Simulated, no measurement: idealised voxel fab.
The process module presented herein is designated voxel self aligned contacts.
Cross-section cut spans 265 nm and uses square cells 5 nm in size.
Just so we're on the same page, the cross-sections are grids of square cells, and they're listed out in bands top to bottom, each band one or more rows deep. Quick guide to a band line: top height, bottom height (nm) up front; then every material left to right with its width in nm. Only one material and it's marked "edge to edge"? Then it fills the band edge to edge. And "empty" just means empty space. Ref level 0: as-received wafer is one material below here. Bottom band extends down with no lower bound ("z 0 and below"). It should be noted that a width expressed as "30..40" varies in equal increments from row to row of cells within the band, taking the value of the first number at the top row and that of the second number at the bottom row. A step reported as "nothing altered" is a step in which no cell of the cross-section changed. "Voids, sealed" lists enclosed empty spaces (at least 8 cells, no open path upward to the top), each as width x height at distance from the left edge, in nm. It should be noted that, on the line of a given step, the content following the step's settings is a remark produced by the simulator itself with respect to that step. The setting "overlay nm" may be written on the line of a step. When the step uses a mask, the value reports how far to the right of the planned place the mask lay, and a negative value reports that it lay to the left.

THESE ARE THE STEPS WE PLANNED FOR THE PROCESS
1,RECEIVE (material Si)
2,CONFORMAL_DEP (material SiO2; thk nm 5)
3,DIRECTIONAL_DEP (material polySi; thk nm 25)
4,DIRECTIONAL_DEP (material SiN; thk nm 20)
5,PATTERN (tone cover; mask id GATE; material resist; width nm 30; pitch nm 70; thk nm 20; overlay nm 0)
6,DIRECTIONAL_ETCH (etch materials SiN; depth nm 20)
7,DIRECTIONAL_ETCH (etch materials polySi; depth nm 25)
8,STRIP (etch materials resist)
9,CONFORMAL_DEP (material SiN; thk nm 10)
10,DIRECTIONAL_ETCH (etch materials SiN; depth nm 10)
11,FILL_DEP (material SiO2; thk nm 15)
12,CMP (height nm 60)
13,MASKED_ETCH (tone open; mask id CONTACT; width nm 50; pitch nm 70; etch materials SiO2; depth nm 60; overlay nm 0)
14,CONFORMAL_DEP (material TiN; thk nm 5)
15,FILL_DEP (material Ru; thk nm 10)
16,CMP (height nm 60)
17,CONFORMAL_DEP (material SiN; thk nm 5)

CROSS-SECTION OF THE WAFER AT RECEIPT, WHICH IS THE CONDITION AFTER STEP 1
  z 0 and below = Si edge to edge
  Voids, sealed: none

CROSS-SECTION TAKEN AT MODULE COMPLETION ON THE FIRST OF TWO WAFERS; PROCESSED PER THE PLAN
  z 65 to 60 = SiN edge to edge
  z 60 to 50 = 70 SiO2; 5..20 TiN; 40..10 Ru; 5..20 TiN; 20 SiO2; 5..20 TiN; 40..10 Ru; 5..20 TiN; 75 SiO2
  z 50 to 30 = 35 SiO2; 50 SiN; 5 TiN; 10 Ru; 5 TiN; 50 SiN; 5 TiN; 10 Ru; 5 TiN; 50 SiN; 40 SiO2
  z 30 to 5 = 35 SiO2; 10 SiN; 30 polySi; 10 SiN; 5 TiN; 10 Ru; 5 TiN; 10 SiN; 30 polySi; 10 SiN; 5 TiN; 10 Ru; 5 TiN; 10 SiN; 30 polySi; 10 SiN; 40 SiO2
  z 5 to 0 = 85 SiO2; 20 TiN; 50 SiO2; 20 TiN; 90 SiO2
  z 0 and below = Si edge to edge
  Voids, sealed: none

SECOND WAFER AT THE END: LIKE START, LIKE PLAN, ONE MISTAKE
  z 65 to 60 = SiN edge to edge
  z 60 to 50 = 70 SiO2; 5..20 TiN; 40..10 Ru; 5..20 TiN; 20 SiO2; 5..20 TiN; 40..10 Ru; 5..20 TiN; 75 SiO2
  z 50 to 30 = 35 SiO2; 50 SiN; 5 TiN; 10 Ru; 5 TiN; 50 SiN; 5 TiN; 10 Ru; 5 TiN; 50 SiN; 40 SiO2
  z 30 to 15 = 35 SiO2; 10 SiN; 30 polySi; 10 SiN; 5 TiN; 10 Ru; 5 TiN; 10 SiN; 30 polySi; 10 SiN; 5 TiN; 10 Ru; 5 TiN; 10 SiN; 30 polySi; 10 SiN; 40 SiO2
  z 15 to 10 = 35 SiO2; 10 SiN; 30 polySi; 10 SiN; 20 TiN; 10 SiN; 30 polySi; 10 SiN; 20 TiN; 10 SiN; 30 polySi; 10 SiN; 40 SiO2
  z 10 to 5 = 35 SiO2; 10 SiN; 30 polySi; 10 SiN; 20 SiO2; 10 SiN; 30 polySi; 10 SiN; 20 SiO2; 10 SiN; 30 polySi; 10 SiN; 40 SiO2
  z 5 to 0 = SiO2 edge to edge
  z 0 and below = Si edge to edge
  Voids, sealed: none
The plan and the run diverged here: step 13 ran differently from the plan; actual operation with settings: MASKED_ETCH (tone open; mask id CONTACT; width nm 50; pitch nm 70; etch materials SiO2; depth nm 50; overlay nm 0)
Final comparison by cell count, materials where the second wafer has more or fewer than the first: Ru: 8 fewer, SiO2: 16 more, TiN: 8 fewer
